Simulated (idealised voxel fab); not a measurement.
You're looking at the process module voxel self aligned vias.
Displayed cross-section: cut, width of 185 nm, square cells sized 5 nm.
Cross-sections here: square-cell grids, written as top-down lists of bands, a band being one or more rows of cells.
Heights first: top, then bottom, in nm. Then materials, left to right, each with a width in nm. "full width" on a single material: fills the band edge to edge. "air": empty space.
Beneath 0, the wafer as received is one material, and that level is where height counting begins. The lowest band goes on downward without a bottom; it is written like "0 down".
It should be noted that a width expressed as "30 to 40" varies in equal increments from row to row of cells within the band, taking the value of the first number at the top row and that of the second number at the bottom row.
Key: "no modification" - step with no changed cell in the cross-section.
"Closed-off voids" enumerates empty spaces isolated from the top, with no open way to it, that contain at least 8 cells, giving each as width x height at distance from the left edge, all three in nm.
Anything after a step's settings on that line? It's the simulator's own note about the step.
For masked steps, "overlay nm" on the step line gives how far right of plan the mask actually lay; a minus sign means it lay to the left.

# Set out below are the planned steps of the process
1,RECEIVE, material Si
2,CONFORMAL_DEP, material SiO2, thk nm 15
3,CONFORMAL_DEP, material SiCN, thk nm 5
4,DIRECTIONAL_DEP, material lowk, thk nm 30
5,DIRECTIONAL_DEP, material aC, thk nm 10
6,PATTERN, tone open, mask id LINES, material resist, width nm 25, pitch nm 55, thk nm 30, overlay nm -10
7,DIRECTIONAL_ETCH, etch materials aC, depth nm 10
8,STRIP, etch materials resist
9,DIRECTIONAL_ETCH, etch materials lowk, depth nm 30
10,STRIP, etch materials aC
11,CONFORMAL_DEP, material TiN, thk nm 5
12,FILL_DEP, material Ru, thk nm 5
13,CMP, height nm 50
14,SELECTIVE_ETCH, etch materials W Ru TiN, depth nm 5
15,FILL_DEP, material SiN, thk nm 10
16,CMP, height nm 50
17,DIRECTIONAL_DEP, material lowk, thk nm 15
18,PATTERN, tone open, mask id VIAS, material resist, width nm 35, pitch nm 55, thk nm 15, overlay nm 0
19,DIRECTIONAL_ETCH, etch materials lowk, depth nm 15
20,DIRECTIONAL_ETCH, etch materials SiN, depth nm 5
21,STRIP, etch materials resist
22,CONFORMAL_DEP, material TiN, thk nm 5
23,FILL_DEP, material W, thk nm 10
24,CMP, height nm 65
25,CONFORMAL_DEP, material SiCN, thk nm 5
Keep in mind the plan's value for the overlay nm of step 6 comes from the first wafer; the wafers don't share that setting, but they do share the same starting point.

# As received, i.e. after step 1: cross-section through the first of several wafers
  0 down = Si full width
  Closed-off voids: none

# Here is the cross-section of the first of several wafers at the end of the module, after its last step, step 25
  70 to 65 = SiCN full width
  65 to 55 = lowk: 20  TiN: 5  W: 25  TiN: 5  lowk: 20  TiN: 5  W: 25  TiN: 5  lowk: 20  TiN: 5  W: 25  TiN: 5  lowk: 20
  55 to 50 = lowk: 20  TiN: 5  W: 10  TiN: 20  lowk: 20  TiN: 5  W: 10  TiN: 20  lowk: 20  TiN: 5  W: 10  TiN: 20  lowk: 20
  50 to 45 = lowk: 15  SiN: 5  TiN: 20  lowk: 30  SiN: 5  TiN: 20  lowk: 30  SiN: 5  TiN: 20  lowk: 35
  45 to 25 = lowk: 15  TiN: 5  Ru: 15  TiN: 5  lowk: 30  TiN: 5  Ru: 15  TiN: 5  lowk: 30  TiN: 5  Ru: 15  TiN: 5  lowk: 35
  25 to 20 = lowk: 15  TiN: 25  lowk: 30  TiN: 25  lowk: 30  TiN: 25  lowk: 35
  20 to 15 = SiCN full width
  15 to 0 = SiO2 full width
  0 down = Si full width
  Closed-off voids: none

# Cross-sectional view, end of module, last wafer of several
  70 to 65 = SiCN full width
  65 to 55 = lowk: 20  TiN: 5  W: 25  TiN: 5  lowk: 20  TiN: 5  W: 25  TiN: 5  lowk: 20  TiN: 5  W: 25  TiN: 5  lowk: 20
  55 to 50 = lowk: 20  TiN: 20  W: 10  TiN: 5  lowk: 20  TiN: 20  W: 10  TiN: 5  lowk: 20  TiN: 20  W: 10  TiN: 5  lowk: 20
  50 to 45 = lowk: 35  TiN: 20  SiN: 5  lowk: 30  TiN: 20  SiN: 5  lowk: 30  TiN: 20  SiN: 5  lowk: 15
  45 to 25 = lowk: 35  TiN: 5  Ru: 15  TiN: 5  lowk: 30  TiN: 5  Ru: 15  TiN: 5  lowk: 30  TiN: 5  Ru: 15  TiN: 5  lowk: 15
  25 to 20 = lowk: 35  TiN: 25  lowk: 30  TiN: 25  lowk: 30  TiN: 25  lowk: 15
  20 to 15 = SiCN full width
  15 to 0 = SiO2 full width
  0 down = Si full width
  Closed-off voids: none

# Below: a row per wafer. Contents at end of module: for every material, cells gained since receipt (+) or lost since receipt (-); then closed voids
overlay nm -10, +36 Ru, +74 SiCN, +3 SiN, +111 SiO2, +78 TiN, +36 W, +180 lowk, Closed-off voids: none
overlay nm -5, +36 Ru, +74 SiCN, +111 SiO2, +78 TiN, +39 W, +180 lowk, Closed-off voids: none
overlay nm 0, +36 Ru, +74 SiCN, +111 SiO2, +78 TiN, +39 W, +180 lowk, Closed-off voids: none
overlay nm 5, +36 Ru, +74 SiCN, +111 SiO2, +78 TiN, +39 W, +180 lowk, Closed-off voids: none
overlay nm 10, +36 Ru, +74 SiCN, +3 SiN, +111 SiO2, +78 TiN, +36 W, +180 lowk, Closed-off voids: none
